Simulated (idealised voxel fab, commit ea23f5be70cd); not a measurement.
process module | voxel self aligned vias
cross-section cut | 290 nm wide | cells 5 nm
A cross-section is a grid of square cells, given in bands from the top down. A band is one or more rows of cells.
Each band's line starts with the height of the band's top and of its bottom, in nm. Then come its materials from left to right, each with its width in nm. One material with "throughout" fills the band from edge to edge. "air" is empty space.
Height 0 is the level under which the wafer as received is all one material. The lowest band goes on downwards, as in "0 down".
A width such as "30 to 40" changes by the same amount from each row of cells to the next, from the band's top row to its bottom row.
"no change" after a step means that no cell of the cross-section changed.
closed voids: empty space of 8 cells or more with no open way to the top, each as width x height at its distance from the left edge, in nm
after a step's settings: what the simulator itself notes on the step
overlay nm, on a step with a mask: how far to the right of its planned place the mask lay; to the left if negative
plan
1 op RECEIVE | material Si
2 op CONFORMAL_DEP | material SiO2 | thk nm 15
3 op CONFORMAL_DEP | material SiCN | thk nm 5
4 op DIRECTIONAL_DEP | material SiO2 | thk nm 30
5 op DIRECTIONAL_DEP | material aC | thk nm 15
6 op PATTERN | tone open | mask id LINES | material resist | width nm 30 | pitch nm 70 | thk nm 30 | overlay nm 0
7 op DIRECTIONAL_ETCH | etch materials aC | depth nm 15
8 op STRIP | etch materials resist
9 op DIRECTIONAL_ETCH | etch materials SiO2 | depth nm 30
10 op STRIP | etch materials aC
11 op CONFORMAL_DEP | material TiN | thk nm 5
12 op FILL_DEP | material W | thk nm 10
13 op CMP | height nm 50
14 op SELECTIVE_ETCH | etch materials W Ru TiN | depth nm 10
15 op FILL_DEP | material SiN | thk nm 5
16 op CMP | height nm 50
17 op DIRECTIONAL_DEP | material SiO2 | thk nm 15
18 op DIRECTIONAL_DEP | material aC | thk nm 15
19 op PATTERN | tone open | mask id VIAS | material resist | width nm 50 | pitch nm 70 | thk nm 30 | overlay nm 0
20 op DIRECTIONAL_ETCH | etch materials aC | depth nm 15
21 op STRIP | etch materials resist
22 op DIRECTIONAL_ETCH | etch materials SiO2 | depth nm 15
23 op DIRECTIONAL_ETCH | etch materials SiN | depth nm 10
24 op STRIP | etch materials aC
25 op CONFORMAL_DEP | material TiN | thk nm 5
26 op FILL_DEP | material W | thk nm 5
27 op CMP | height nm 65
28 op CONFORMAL_DEP | material SiCN | thk nm 5
first wafer, as planned
as received, after step 1
  0 down: Si throughout
  closed voids: none
after step 2
  15 to 0: SiO2 throughout
  below 0: unchanged
after step 3
  20 to 15: SiCN throughout
  below 15: unchanged
after step 4
  50 to 20: SiO2 throughout
  below 20: unchanged
after step 5
  65 to 50: aC throughout
  below 50: unchanged
after step 6
  95 to 65: resist 95 | air 30 | resist 40 | air 30 | resist 95
  below 65: unchanged
after step 7
  80 to 65: resist 95 | air 30 | resist 40 | air 30 | resist 95
  65 to 50: aC 95 | air 30 | aC 40 | air 30 | aC 95
  below 50: unchanged
after step 8
  65 to 50: aC 95 | air 30 | aC 40 | air 30 | aC 95
  below 50: unchanged
after step 9
  65 to 50: aC 95 | air 30 | aC 40 | air 30 | aC 95
  50 to 20: SiO2 95 | air 30 | SiO2 40 | air 30 | SiO2 95
  below 20: unchanged
after step 10
  50 to 20: SiO2 95 | air 30 | SiO2 40 | air 30 | SiO2 95
  below 20: unchanged
after step 11
  55 to 50: TiN 100 | air 20 | TiN 50 | air 20 | TiN 100
  50 to 25: SiO2 95 | TiN 5 | air 20 | TiN 5 | SiO2 40 | TiN 5 | air 20 | TiN 5 | SiO2 95
  25 to 20: SiO2 95 | TiN 30 | SiO2 40 | TiN 30 | SiO2 95
  below 20: unchanged
after step 12
  65 to 55: W throughout
  55 to 50: TiN 100 | W 20 | TiN 50 | W 20 | TiN 100
  50 to 25: SiO2 95 | TiN 5 | W 20 | TiN 5 | SiO2 40 | TiN 5 | W 20 | TiN 5 | SiO2 95
  below 25: unchanged
after step 13
  50 to 25: SiO2 95 | TiN 5 | W 20 | TiN 5 | SiO2 40 | TiN 5 | W 20 | TiN 5 | SiO2 95
  below 25: unchanged
after step 14
  50 to 40: SiO2 95 | air 30 | SiO2 40 | air 30 | SiO2 95
  below 40: unchanged
after step 15
  55 to 50: SiN throughout
  50 to 40: SiO2 95 | SiN 30 | SiO2 40 | SiN 30 | SiO2 95
  below 40: unchanged
after step 16
  50 to 40: SiO2 95 | SiN 30 | SiO2 40 | SiN 30 | SiO2 95
  below 40: unchanged
after step 17
  65 to 50: SiO2 throughout
  below 50: unchanged
after step 18
  80 to 65: aC throughout
  below 65: unchanged
after step 19
  110 to 80: resist 85 | air 50 | resist 20 | air 50 | resist 85
  below 80: unchanged
after step 20
  95 to 80: resist 85 | air 50 | resist 20 | air 50 | resist 85
  80 to 65: aC 85 | air 50 | aC 20 | air 50 | aC 85
  below 65: unchanged
after step 21
  80 to 65: aC 85 | air 50 | aC 20 | air 50 | aC 85
  below 65: unchanged
after step 22
  80 to 65: aC 85 | air 50 | aC 20 | air 50 | aC 85
  65 to 50: SiO2 85 | air 50 | SiO2 20 | air 50 | SiO2 85
  below 50: unchanged
after step 23
  80 to 65: aC 85 | air 50 | aC 20 | air 50 | aC 85
  65 to 50: SiO2 85 | air 50 | SiO2 20 | air 50 | SiO2 85
  50 to 40: SiO2 95 | air 30 | SiO2 40 | air 30 | SiO2 95
  below 40: unchanged
after step 24
  65 to 50: SiO2 85 | air 50 | SiO2 20 | air 50 | SiO2 85
  below 50: unchanged
after step 25
  70 to 65: TiN 90 | air 40 | TiN 30 | air 40 | TiN 90
  65 to 55: SiO2 85 | TiN 5 | air 40 | TiN 5 | SiO2 20 | TiN 5 | air 40 | TiN 5 | SiO2 85
  55 to 45: SiO2 85 to 95 | TiN 15 to 5 | air 20 | TiN 15 to 5 | SiO2 20 to 40 | TiN 15 to 5 | air 20 | TiN 15 to 5 | SiO2 85 to 95
  45 to 40: SiO2 95 | TiN 30 | SiO2 40 | TiN 30 | SiO2 95
  below 40: unchanged
after step 26
  75 to 70: W throughout
  70 to 65: TiN 90 | W 40 | TiN 30 | W 40 | TiN 90
  65 to 55: SiO2 85 | TiN 5 | W 40 | TiN 5 | SiO2 20 | TiN 5 | W 40 | TiN 5 | SiO2 85
  55 to 45: SiO2 85 to 95 | TiN 15 to 5 | W 20 | TiN 15 to 5 | SiO2 20 to 40 | TiN 15 to 5 | W 20 | TiN 15 to 5 | SiO2 85 to 95
  below 45: unchanged
after step 27
  65 to 55: SiO2 85 | TiN 5 | W 40 | TiN 5 | SiO2 20 | TiN 5 | W 40 | TiN 5 | SiO2 85
  below 55: unchanged
after step 28
  70 to 65: SiCN throughout
  below 65: unchanged
second wafer: like start, like plan, one mistake. Through step 18 it matches the first wafer
when step 19 should have ended
  110 to 80: resist 85 | air 55 | resist 15 | air 55 | resist 80
  below 80: unchanged
when step 20 should have ended
  95 to 80: resist 85 | air 55 | resist 15 | air 55 | resist 80
  80 to 65: aC 85 | air 55 | aC 15 | air 55 | aC 80
  below 65: unchanged
when step 21 should have ended
  80 to 65: aC 85 | air 55 | aC 15 | air 55 | aC 80
  below 65: unchanged
when step 22 should have ended
  80 to 65: aC 85 | air 55 | aC 15 | air 55 | aC 80
  65 to 50: SiO2 85 | air 55 | SiO2 15 | air 55 | SiO2 80
  below 50: unchanged
when step 23 should have ended
  80 to 65: aC 85 | air 55 | aC 15 | air 55 | aC 80
  65 to 50: SiO2 85 | air 55 | SiO2 15 | air 55 | SiO2 80
  50 to 40: SiO2 95 | air 30 | SiO2 40 | air 30 | SiO2 95
  below 40: unchanged
when step 24 should have ended
  65 to 50: SiO2 85 | air 55 | SiO2 15 | air 55 | SiO2 80
  below 50: unchanged
when step 25 should have ended
  70 to 65: TiN 90 | air 45 | TiN 25 | air 45 | TiN 85
  65 to 55: SiO2 85 | TiN 5 | air 45 | TiN 5 | SiO2 15 | TiN 5 | air 45 | TiN 5 | SiO2 80
  55 to 45: SiO2 85 to 95 | TiN 15 to 5 | air 20 | TiN 20 to 5 | SiO2 15 to 40 | TiN 15 to 5 | air 20 | TiN 20 to 5 | SiO2 80 to 95
  45 to 40: SiO2 95 | TiN 30 | SiO2 40 | TiN 30 | SiO2 95
  below 40: unchanged
when step 26 should have ended
  75 to 70: W throughout
  70 to 65: TiN 90 | W 45 | TiN 25 | W 45 | TiN 85
  65 to 55: SiO2 85 | TiN 5 | W 45 | TiN 5 | SiO2 15 | TiN 5 | W 45 | TiN 5 | SiO2 80
  55 to 45: SiO2 85 to 95 | TiN 15 to 5 | W 20 | TiN 20 to 5 | SiO2 15 to 40 | TiN 15 to 5 | W 20 | TiN 20 to 5 | SiO2 80 to 95
  below 45: unchanged
when step 27 should have ended
  65 to 55: SiO2 85 | TiN 5 | W 45 | TiN 5 | SiO2 15 | TiN 5 | W 45 | TiN 5 | SiO2 80
  below 55: unchanged
when step 28 should have ended
  70 to 65: SiCN throughout
  below 65: unchanged
what went wrong: step 19 ran as: op PATTERN | tone open | mask id VIAS | material resist | width nm 55 | pitch nm 70 | thk nm 30 | overlay nm 0
at the end the second wafer has, in cells: 6 fewer of SiO2 | 2 more of TiN | 4 more of W
